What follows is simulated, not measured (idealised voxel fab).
The document below concerns the process module designated voxel transistor to metal.
Cross-section cut spans 270 nm and uses square cells 5 nm in size.
Cross-sections here: square-cell grids, written as top-down lists of bands, a band being one or more rows of cells.
For a band, the entry starts with two heights in nm, that of the top and then that of the bottom, and carries on with the band's materials in order from left to right, each alongside its width in nm; the word "all across" beside a single material means it fills the band edge to edge, and "air" means empty space.
A quick word on heights: they are counted from 0, and under that level the wafer as it came to us is one material throughout. The lowest band is different from the rest in having no bottom; it simply continues downward, written as in "0..down".
The notation "30->40" denotes a width that varies across the rows of cells in the band, beginning at the first number in the top row, finishing at the second number in the bottom row, and changing by an identical amount from each row to the next.
Step note "changes: none" = no cross-section cell changed.
Voids not open to the top, 8 cells minimum: see "Enclosed internal cavities". Written width x height at distance; distance is from the left edge; nm.
Heads up: the bit after the settings on a step's line is the simulator's remark on that step.
You can add "overlay nm" to a step's line. For a step with a mask, it describes how far the mask lay to the right of its planned position, and a negative number describes a lay to the left.
### Here's what the planned process steps look like
step 1: RECEIVE,material Si
step 2: OXIDIZE,depth nm 5
step 3: CONFORMAL_DEP,material SiN,thk nm 10
step 4: MASKED_ETCH,tone cover,mask id ACTIVE,width nm 110,pitch nm 130,etch materials SiN,depth nm 10,overlay nm 0
step 5: MASKED_ETCH,tone cover,mask id ACTIVE,width nm 110,pitch nm 130,etch materials SiO2,depth nm 5,overlay nm 0
step 6: MASKED_ETCH,tone cover,mask id ACTIVE,width nm 110,pitch nm 130,etch materials Si,depth nm 20,overlay nm 0
step 7: FILL_DEP,material SiO2,thk nm 5
step 8: CMP,height nm 10
step 9: SELECTIVE_ETCH,etch materials SiO2,depth nm 5
step 10: STRIP,etch materials SiN
step 11: SELECTIVE_ETCH,etch materials SiO2,depth nm 5
step 12: OXIDIZE,depth nm 5
step 13: DIRECTIONAL_DEP,material polySi,thk nm 25
step 14: DIRECTIONAL_DEP,material SiCN,thk nm 10
step 15: PATTERN,tone cover,mask id GATE,material resist,width nm 20,pitch nm 130,thk nm 20,overlay nm 0
step 16: DIRECTIONAL_ETCH,etch materials SiCN,depth nm 20
step 17: DIRECTIONAL_ETCH,etch materials polySi,depth nm 35
step 18: STRIP,etch materials resist
step 19: CONFORMAL_DEP,material SiN,thk nm 5
step 20: DIRECTIONAL_ETCH,etch materials SiN,depth nm 5
step 21: DIRECTIONAL_ETCH,etch materials SiO2,depth nm 5
step 22: EPI,material SiGe,thk nm 5
step 23: FILL_DEP,material SiO2,thk nm 10
step 24: CMP,height nm 30
step 25: DIRECTIONAL_DEP,material SiO2,thk nm 10
step 26: PATTERN,tone open,mask id CONTACT,material resist,width nm 30,thk nm 20,overlay nm 0
step 27: DIRECTIONAL_ETCH,etch materials SiO2,depth nm 45
step 28: STRIP,etch materials resist
step 29: CONFORMAL_DEP,material TiN,thk nm 5
step 30: FILL_DEP,material Ru,thk nm 10
step 31: CMP,height nm 40
step 32: DIRECTIONAL_DEP,material TiN,thk nm 5
step 33: DIRECTIONAL_DEP,material W,thk nm 15
step 34: PATTERN,tone cover,mask id METAL_1,material resist,width nm 20,thk nm 15,overlay nm 0
step 35: DIRECTIONAL_ETCH,etch materials W,depth nm 15
step 36: DIRECTIONAL_ETCH,etch materials TiN,depth nm 5
step 37: STRIP,etch materials resist
step 38: CONFORMAL_DEP,material SiN,thk nm 5
step 39: FILL_DEP,material SiO2,thk nm 5
step 40: CMP,height nm 60
step 41: CONFORMAL_DEP,material SiN,thk nm 5
### Wafer, first of two, run as planned
### Here's what the wafer looked like in cross-section when it arrived - that's after step 1
    0..down = Si all across
    Enclosed internal cavities: none
### Cross-section of the wafer after step 2
    0..-5 = SiO2 all across
    Anything lower than -5 is untouched.
### Cross-section of the wafer after step 3
    10..0 = SiN all across
    Anything lower than 0 is untouched.
### Cross-section of the wafer after step 4
    10..0 = 15 nm air  110 nm SiN  20 nm air  110 nm SiN  15 nm air
    Anything lower than 0 is untouched.
### Cross-section of the wafer after step 5
    10..0 = 15 nm air  110 nm SiN  20 nm air  110 nm SiN  15 nm air
    0..-5 = 15 nm air  110 nm SiO2  20 nm air  110 nm SiO2  15 nm air
    Anything lower than -5 is untouched.
### Cross-section of the wafer after step 6
    10..0 = 15 nm air  110 nm SiN  20 nm air  110 nm SiN  15 nm air
    0..-5 = 15 nm air  110 nm SiO2  20 nm air  110 nm SiO2  15 nm air
    -5..-25 = 15 nm air  110 nm Si  20 nm air  110 nm Si  15 nm air
    Anything lower than -25 is untouched.
### Cross-section of the wafer after step 7
    15..10 = SiO2 all across
    10..0 = 15 nm SiO2  110 nm SiN  20 nm SiO2  110 nm SiN  15 nm SiO2
    0..-5 = SiO2 all across
    -5..-25 = 15 nm SiO2  110 nm Si  20 nm SiO2  110 nm Si  15 nm SiO2
    Anything lower than -25 is untouched.
### Cross-section of the wafer after step 8
    10..0 = 15 nm SiO2  110 nm SiN  20 nm SiO2  110 nm SiN  15 nm SiO2
    Anything lower than 0 is untouched.
### Cross-section of the wafer after step 9
    10..5 = 15 nm air  110 nm SiN  20 nm air  110 nm SiN  15 nm air
    Anything lower than 5 is untouched.
### Cross-section of the wafer after step 10
    5..0 = 15 nm SiO2  110 nm air  20 nm SiO2  110 nm air  15 nm SiO2
    Anything lower than 0 is untouched.
### Cross-section of the wafer after step 11
    0..-5 = 10 nm SiO2  120 nm air  10 nm SiO2  120 nm air  10 nm SiO2
    Anything lower than -5 is untouched.
### Cross-section of the wafer after step 12
    0..-5 = 10 nm SiO2  120 nm air  10 nm SiO2  120 nm air  10 nm SiO2
    -5..-10 = SiO2 all across
    Anything lower than -10 is untouched.
### Cross-section of the wafer after step 13
    25..20 = 10 nm polySi  120 nm air  10 nm polySi  120 nm air  10 nm polySi
    20..0 = polySi all across
    0..-5 = 10 nm SiO2  120 nm polySi  10 nm SiO2  120 nm polySi  10 nm SiO2
    Anything lower than -5 is untouched.
### Cross-section of the wafer after step 14
    35..30 = 10 nm SiCN  120 nm air  10 nm SiCN  120 nm air  10 nm SiCN
    30..25 = SiCN all across
    25..20 = 10 nm polySi  120 nm SiCN  10 nm polySi  120 nm SiCN  10 nm polySi
    Anything lower than 20 is untouched.
### Cross-section of the wafer after step 15
    55..35 = 60 nm air  20 nm resist  110 nm air  20 nm resist  60 nm air
    35..30 = 10 nm SiCN  50 nm air  20 nm resist  50 nm air  10 nm SiCN  50 nm air  20 nm resist  50 nm air  10 nm SiCN
    Anything lower than 30 is untouched.
### Cross-section of the wafer after step 16
    55..30 = 60 nm air  20 nm resist  110 nm air  20 nm resist  60 nm air
    30..25 = 60 nm air  20 nm SiCN  110 nm air  20 nm SiCN  60 nm air
    25..20 = 10 nm polySi  50 nm air  20 nm SiCN  50 nm air  10 nm polySi  50 nm air  20 nm SiCN  50 nm air  10 nm polySi
    Anything lower than 20 is untouched.
### Cross-section of the wafer after step 17
    55..30 = 60 nm air  20 nm resist  110 nm air  20 nm resist  60 nm air
    30..20 = 60 nm air  20 nm SiCN  110 nm air  20 nm SiCN  60 nm air
    20..0 = 60 nm air  20 nm polySi  110 nm air  20 nm polySi  60 nm air
    0..-5 = 10 nm SiO2  50 nm air  20 nm polySi  50 nm air  10 nm SiO2  50 nm air  20 nm polySi  50 nm air  10 nm SiO2
    Anything lower than -5 is untouched.
### Cross-section of the wafer after step 18
    30..20 = 60 nm air  20 nm SiCN  110 nm air  20 nm SiCN  60 nm air
    Anything lower than 20 is untouched.
### Cross-section of the wafer after step 19
    35..30 = 55 nm air  30 nm SiN  100 nm air  30 nm SiN  55 nm air
    30..20 = 55 nm air  5 nm SiN  20 nm SiCN  5 nm SiN  100 nm air  5 nm SiN  20 nm SiCN  5 nm SiN  55 nm air
    20..5 = 55 nm air  5 nm SiN  20 nm polySi  5 nm SiN  100 nm air  5 nm SiN  20 nm polySi  5 nm SiN  55 nm air
    5..0 = 15 nm SiN  40 nm air  5 nm SiN  20 nm polySi  5 nm SiN  40 nm air  20 nm SiN  40 nm air  5 nm SiN  20 nm polySi  5 nm SiN  40 nm air  15 nm SiN
    0..-5 = 10 nm SiO2  50 nm SiN  20 nm polySi  50 nm SiN  10 nm SiO2  50 nm SiN  20 nm polySi  50 nm SiN  10 nm SiO2
    Anything lower than -5 is untouched.
### Cross-section of the wafer after step 20
    30..20 = 55 nm air  5 nm SiN  20 nm SiCN  5 nm SiN  100 nm air  5 nm SiN  20 nm SiCN  5 nm SiN  55 nm air
    20..0 = 55 nm air  5 nm SiN  20 nm polySi  5 nm SiN  100 nm air  5 nm SiN  20 nm polySi  5 nm SiN  55 nm air
    0..-5 = 10 nm SiO2  5 nm SiN  40 nm air  5 nm SiN  20 nm polySi  5 nm SiN  40 nm air  5 nm SiN  10 nm SiO2  5 nm SiN  40 nm air  5 nm SiN  20 nm polySi  5 nm SiN  40 nm air  5 nm SiN  10 nm SiO2
    Anything lower than -5 is untouched.
### Cross-section of the wafer after step 21
    30..20 = 55 nm air  5 nm SiN  20 nm SiCN  5 nm SiN  100 nm air  5 nm SiN  20 nm SiCN  5 nm SiN  55 nm air
    20..0 = 55 nm air  5 nm SiN  20 nm polySi  5 nm SiN  100 nm air  5 nm SiN  20 nm polySi  5 nm SiN  55 nm air
    0..-5 = 10 nm air  5 nm SiN  40 nm air  5 nm SiN  20 nm polySi  5 nm SiN  40 nm air  5 nm SiN  10 nm air  5 nm SiN  40 nm air  5 nm SiN  20 nm polySi  5 nm SiN  40 nm air  5 nm SiN  10 nm air
    -5..-10 = 15 nm SiO2  40 nm air  30 nm SiO2  40 nm air  20 nm SiO2  40 nm air  30 nm SiO2  40 nm air  15 nm SiO2
    Anything lower than -10 is untouched.
### Cross-section of the wafer after step 22
    30..20 = 55 nm air  5 nm SiN  20 nm SiCN  5 nm SiN  100 nm air  5 nm SiN  20 nm SiCN  5 nm SiN  55 nm air
    20..0 = 55 nm air  5 nm SiN  20 nm polySi  5 nm SiN  100 nm air  5 nm SiN  20 nm polySi  5 nm SiN  55 nm air
    0..-5 = 10 nm air  5 nm SiN  40 nm air  5 nm SiN  20 nm polySi  5 nm SiN  40 nm air  5 nm SiN  10 nm air  5 nm SiN  40 nm air  5 nm SiN  20 nm polySi  5 nm SiN  40 nm air  5 nm SiN  10 nm air
    -5..-10 = 15 nm SiO2  40 nm SiGe  30 nm SiO2  40 nm SiGe  20 nm SiO2  40 nm SiGe  30 nm SiO2  40 nm SiGe  15 nm SiO2
    Anything lower than -10 is untouched.
### Cross-section of the wafer after step 23
    40..30 = SiO2 all across
    30..20 = 55 nm SiO2  5 nm SiN  20 nm SiCN  5 nm SiN  100 nm SiO2  5 nm SiN  20 nm SiCN  5 nm SiN  55 nm SiO2
    20..0 = 55 nm SiO2  5 nm SiN  20 nm polySi  5 nm SiN  100 nm SiO2  5 nm SiN  20 nm polySi  5 nm SiN  55 nm SiO2
    0..-5 = 10 nm SiO2  5 nm SiN  40 nm SiO2  5 nm SiN  20 nm polySi  5 nm SiN  40 nm SiO2  5 nm SiN  10 nm SiO2  5 nm SiN  40 nm SiO2  5 nm SiN  20 nm polySi  5 nm SiN  40 nm SiO2  5 nm SiN  10 nm SiO2
    Anything lower than -5 is untouched.
### Cross-section of the wafer after step 24
    30..20 = 55 nm SiO2  5 nm SiN  20 nm SiCN  5 nm SiN  100 nm SiO2  5 nm SiN  20 nm SiCN  5 nm SiN  55 nm SiO2
    Anything lower than 20 is untouched.
### Cross-section of the wafer after step 25
    40..30 = SiO2 all across
    Anything lower than 30 is untouched.
### Cross-section of the wafer after step 26
    60..40 = 25 nm resist  30 nm air  30 nm resist  30 nm air  40 nm resist  30 nm air  30 nm resist  30 nm air  25 nm resist
    Anything lower than 40 is untouched.
### Cross-section of the wafer after step 27
    60..40 = 25 nm resist  30 nm air  30 nm resist  30 nm air  40 nm resist  30 nm air  30 nm resist  30 nm air  25 nm resist
    40..30 = 25 nm SiO2  30 nm air  30 nm SiO2  30 nm air  40 nm SiO2  30 nm air  30 nm SiO2  30 nm air  25 nm SiO2
    30..20 = 25 nm SiO2  30 nm air  5 nm SiN  20 nm SiCN  5 nm SiN  30 nm air  40 nm SiO2  30 nm air  5 nm SiN  20 nm SiCN  5 nm SiN  30 nm air  25 nm SiO2
    20..0 = 25 nm SiO2  30 nm air  5 nm SiN  20 nm polySi  5 nm SiN  30 nm air  40 nm SiO2  30 nm air  5 nm SiN  20 nm polySi  5 nm SiN  30 nm air  25 nm SiO2
    0..-5 = 10 nm SiO2  5 nm SiN  10 nm SiO2  30 nm air  5 nm SiN  20 nm polySi  5 nm SiN  30 nm air  10 nm SiO2  5 nm SiN  10 nm SiO2  5 nm SiN  10 nm SiO2  30 nm air  5 nm SiN  20 nm polySi  5 nm SiN  30 nm air  10 nm SiO2  5 nm SiN  10 nm SiO2
    Anything lower than -5 is untouched.
### Cross-section of the wafer after step 28
    40..30 = 25 nm SiO2  30 nm air  30 nm SiO2  30 nm air  40 nm SiO2  30 nm air  30 nm SiO2  30 nm air  25 nm SiO2
    Anything lower than 30 is untouched.
### Cross-section of the wafer after step 29
    45..40 = 30 nm TiN  20 nm air  40 nm TiN  20 nm air  50 nm TiN  20 nm air  40 nm TiN  20 nm air  30 nm TiN
    40..30 = 25 nm SiO2  5 nm TiN  20 nm air  5 nm TiN  30 nm SiO2  5 nm TiN  20 nm air  5 nm TiN  40 nm SiO2  5 nm TiN  20 nm air  5 nm TiN  30 nm SiO2  5 nm TiN  20 nm air  5 nm TiN  25 nm SiO2
    30..20 = 25 nm SiO2  5 nm TiN  20 nm air  5 nm TiN  5 nm SiN  20 nm SiCN  5 nm SiN  5 nm TiN  20 nm air  5 nm TiN  40 nm SiO2  5 nm TiN  20 nm air  5 nm TiN  5 nm SiN  20 nm SiCN  5 nm SiN  5 nm TiN  20 nm air  5 nm TiN  25 nm SiO2
    20..0 = 25 nm SiO2  5 nm TiN  20 nm air  5 nm TiN  5 nm SiN  20 nm polySi  5 nm SiN  5 nm TiN  20 nm air  5 nm TiN  40 nm SiO2  5 nm TiN  20 nm air  5 nm TiN  5 nm SiN  20 nm polySi  5 nm SiN  5 nm TiN  20 nm air  5 nm TiN  25 nm SiO2
    0..-5 = 10 nm SiO2  5 nm SiN  10 nm SiO2  30 nm TiN  5 nm SiN  20 nm polySi  5 nm SiN  30 nm TiN  10 nm SiO2  5 nm SiN  10 nm SiO2  5 nm SiN  10 nm SiO2  30 nm TiN  5 nm SiN  20 nm polySi  5 nm SiN  30 nm TiN  10 nm SiO2  5 nm SiN  10 nm SiO2
    Anything lower than -5 is untouched.
### Cross-section of the wafer after step 30
    55..45 = Ru all across
    45..40 = 30 nm TiN  20 nm Ru  40 nm TiN  20 nm Ru  50 nm TiN  20 nm Ru  40 nm TiN  20 nm Ru  30 nm TiN
    40..30 = 25 nm SiO2  5 nm TiN  20 nm Ru  5 nm TiN  30 nm SiO2  5 nm TiN  20 nm Ru  5 nm TiN  40 nm SiO2  5 nm TiN  20 nm Ru  5 nm TiN  30 nm SiO2  5 nm TiN  20 nm Ru  5 nm TiN  25 nm SiO2
    30..20 = 25 nm SiO2  5 nm TiN  20 nm Ru  5 nm TiN  5 nm SiN  20 nm SiCN  5 nm SiN  5 nm TiN  20 nm Ru  5 nm TiN  40 nm SiO2  5 nm TiN  20 nm Ru  5 nm TiN  5 nm SiN  20 nm SiCN  5 nm SiN  5 nm TiN  20 nm Ru  5 nm TiN  25 nm SiO2
    20..0 = 25 nm SiO2  5 nm TiN  20 nm Ru  5 nm TiN  5 nm SiN  20 nm polySi  5 nm SiN  5 nm TiN  20 nm Ru  5 nm TiN  40 nm SiO2  5 nm TiN  20 nm Ru  5 nm TiN  5 nm SiN  20 nm polySi  5 nm SiN  5 nm TiN  20 nm Ru  5 nm TiN  25 nm SiO2
    Anything lower than 0 is untouched.
### Cross-section of the wafer after step 31
    40..30 = 25 nm SiO2  5 nm TiN  20 nm Ru  5 nm TiN  30 nm SiO2  5 nm TiN  20 nm Ru  5 nm TiN  40 nm SiO2  5 nm TiN  20 nm Ru  5 nm TiN  30 nm SiO2  5 nm TiN  20 nm Ru  5 nm TiN  25 nm SiO2
    Anything lower than 30 is untouched.
### Cross-section of the wafer after step 32
    45..40 = TiN all across
    Anything lower than 40 is untouched.
### Cross-section of the wafer after step 33
    60..45 = W all across
    Anything lower than 45 is untouched.
### Cross-section of the wafer after step 34
    75..60 = 25 nm air  20 nm resist  50 nm air  20 nm resist  40 nm air  20 nm resist  50 nm air  20 nm resist  25 nm air
    Anything lower than 60 is untouched.
### Cross-section of the wafer after step 35
    75..60 = 25 nm air  20 nm resist  50 nm air  20 nm resist  40 nm air  20 nm resist  50 nm air  20 nm resist  25 nm air
    60..45 = 25 nm air  20 nm W  50 nm air  20 nm W  40 nm air  20 nm W  50 nm air  20 nm W  25 nm air
    Anything lower than 45 is untouched.
### Cross-section of the wafer after step 36
    75..60 = 25 nm air  20 nm resist  50 nm air  20 nm resist  40 nm air  20 nm resist  50 nm air  20 nm resist  25 nm air
    60..45 = 25 nm air  20 nm W  50 nm air  20 nm W  40 nm air  20 nm W  50 nm air  20 nm W  25 nm air
    45..40 = 25 nm air  20 nm TiN  50 nm air  20 nm TiN  40 nm air  20 nm TiN  50 nm air  20 nm TiN  25 nm air
    Anything lower than 40 is untouched.
### Cross-section of the wafer after step 37
    60..45 = 25 nm air  20 nm W  50 nm air  20 nm W  40 nm air  20 nm W  50 nm air  20 nm W  25 nm air
    Anything lower than 45 is untouched.
### Cross-section of the wafer after step 38
    65..60 = 20 nm air  30 nm SiN  40 nm air  30 nm SiN  30 nm air  30 nm SiN  40 nm air  30 nm SiN  20 nm air
    60..45 = 20 nm air  5 nm SiN  20 nm W  5 nm SiN  40 nm air  5 nm SiN  20 nm W  5 nm SiN  30 nm air  5 nm SiN  20 nm W  5 nm SiN  40 nm air  5 nm SiN  20 nm W  5 nm SiN  20 nm air
    45..40 = 25 nm SiN  20 nm TiN  50 nm SiN  20 nm TiN  40 nm SiN  20 nm TiN  50 nm SiN  20 nm TiN  25 nm SiN
    Anything lower than 40 is untouched.
### Cross-section of the wafer after step 39
    70..65 = SiO2 all across
    65..60 = 20 nm SiO2  30 nm SiN  40 nm SiO2  30 nm SiN  30 nm SiO2  30 nm SiN  40 nm SiO2  30 nm SiN  20 nm SiO2
    60..45 = 20 nm SiO2  5 nm SiN  20 nm W  5 nm SiN  40 nm SiO2  5 nm SiN  20 nm W  5 nm SiN  30 nm SiO2  5 nm SiN  20 nm W  5 nm SiN  40 nm SiO2  5 nm SiN  20 nm W  5 nm SiN  20 nm SiO2
    Anything lower than 45 is untouched.
### Cross-section of the wafer after step 40
    60..45 = 20 nm SiO2  5 nm SiN  20 nm W  5 nm SiN  40 nm SiO2  5 nm SiN  20 nm W  5 nm SiN  30 nm SiO2  5 nm SiN  20 nm W  5 nm SiN  40 nm SiO2  5 nm SiN  20 nm W  5 nm SiN  20 nm SiO2
    Anything lower than 45 is untouched.
### Cross-section of the wafer after step 41
    65..60 = SiN all across
    Anything lower than 60 is untouched.
### Second of two: same start, same plan, one run error; steps up to and including 24 match the first
### Second wafer, cut view, end of step 25 per plan
    40..30 = SiN all across
    Anything lower than 30 is untouched.
### Second wafer, cut view, end of step 26 per plan
    60..40 = 25 nm resist  30 nm air  30 nm resist  30 nm air  40 nm resist  30 nm air  30 nm resist  30 nm air  25 nm resist
    Anything lower than 40 is untouched.
Second wafer, cut view, end of step 27 per plan: changes: none
### Second wafer, cut view, end of step 28 per plan
    40..30 = SiN all across
    Anything lower than 30 is untouched.
### Second wafer, cut view, end of step 29 per plan
    45..40 = TiN all across
    Anything lower than 40 is untouched.
### Second wafer, cut view, end of step 30 per plan
    55..45 = Ru all across
    Anything lower than 45 is untouched.
### Second wafer, cut view, end of step 31 per plan
    40..30 = SiN all across
    Anything lower than 30 is untouched.
### Second wafer, cut view, end of step 32 per plan
    45..40 = TiN all across
    Anything lower than 40 is untouched.
### Second wafer, cut view, end of step 33 per plan
    60..45 = W all across
    Anything lower than 45 is untouched.
### Second wafer, cut view, end of step 34 per plan
    75..60 = 25 nm air  20 nm resist  50 nm air  20 nm resist  40 nm air  20 nm resist  50 nm air  20 nm resist  25 nm air
    Anything lower than 60 is untouched.
### Second wafer, cut view, end of step 35 per plan
    75..60 = 25 nm air  20 nm resist  50 nm air  20 nm resist  40 nm air  20 nm resist  50 nm air  20 nm resist  25 nm air
    60..45 = 25 nm air  20 nm W  50 nm air  20 nm W  40 nm air  20 nm W  50 nm air  20 nm W  25 nm air
    Anything lower than 45 is untouched.
### Second wafer, cut view, end of step 36 per plan
    75..60 = 25 nm air  20 nm resist  50 nm air  20 nm resist  40 nm air  20 nm resist  50 nm air  20 nm resist  25 nm air
    60..45 = 25 nm air  20 nm W  50 nm air  20 nm W  40 nm air  20 nm W  50 nm air  20 nm W  25 nm air
    45..40 = 25 nm air  20 nm TiN  50 nm air  20 nm TiN  40 nm air  20 nm TiN  50 nm air  20 nm TiN  25 nm air
    Anything lower than 40 is untouched.
### Second wafer, cut view, end of step 37 per plan
    60..45 = 25 nm air  20 nm W  50 nm air  20 nm W  40 nm air  20 nm W  50 nm air  20 nm W  25 nm air
    Anything lower than 45 is untouched.
### Second wafer, cut view, end of step 38 per plan
    65..60 = 20 nm air  30 nm SiN  40 nm air  30 nm SiN  30 nm air  30 nm SiN  40 nm air  30 nm SiN  20 nm air
    60..45 = 20 nm air  5 nm SiN  20 nm W  5 nm SiN  40 nm air  5 nm SiN  20 nm W  5 nm SiN  30 nm air  5 nm SiN  20 nm W  5 nm SiN  40 nm air  5 nm SiN  20 nm W  5 nm SiN  20 nm air
    45..40 = 25 nm SiN  20 nm TiN  50 nm SiN  20 nm TiN  40 nm SiN  20 nm TiN  50 nm SiN  20 nm TiN  25 nm SiN
    Anything lower than 40 is untouched.
### Second wafer, cut view, end of step 39 per plan
    70..65 = SiO2 all across
    65..60 = 20 nm SiO2  30 nm SiN  40 nm SiO2  30 nm SiN  30 nm SiO2  30 nm SiN  40 nm SiO2  30 nm SiN  20 nm SiO2
    60..45 = 20 nm SiO2  5 nm SiN  20 nm W  5 nm SiN  40 nm SiO2  5 nm SiN  20 nm W  5 nm SiN  30 nm SiO2  5 nm SiN  20 nm W  5 nm SiN  40 nm SiO2  5 nm SiN  20 nm W  5 nm SiN  20 nm SiO2
    Anything lower than 45 is untouched.
### Second wafer, cut view, end of step 40 per plan
    60..45 = 20 nm SiO2  5 nm SiN  20 nm W  5 nm SiN  40 nm SiO2  5 nm SiN  20 nm W  5 nm SiN  30 nm SiO2  5 nm SiN  20 nm W  5 nm SiN  40 nm SiO2  5 nm SiN  20 nm W  5 nm SiN  20 nm SiO2
    Anything lower than 45 is untouched.
### Second wafer, cut view, end of step 41 per plan
    65..60 = SiN all across
    Anything lower than 60 is untouched.
Finding, execution versus plan: heads up, step 25 didn't go per plan, it actually ran as DIRECTIONAL_DEP,material SiN,thk nm 10
Final tally in cells, some materials are higher or lower on the second wafer than on the first: 128 fewer of Ru; 108 more of SiN; 108 more of SiO2; 88 fewer of TiN
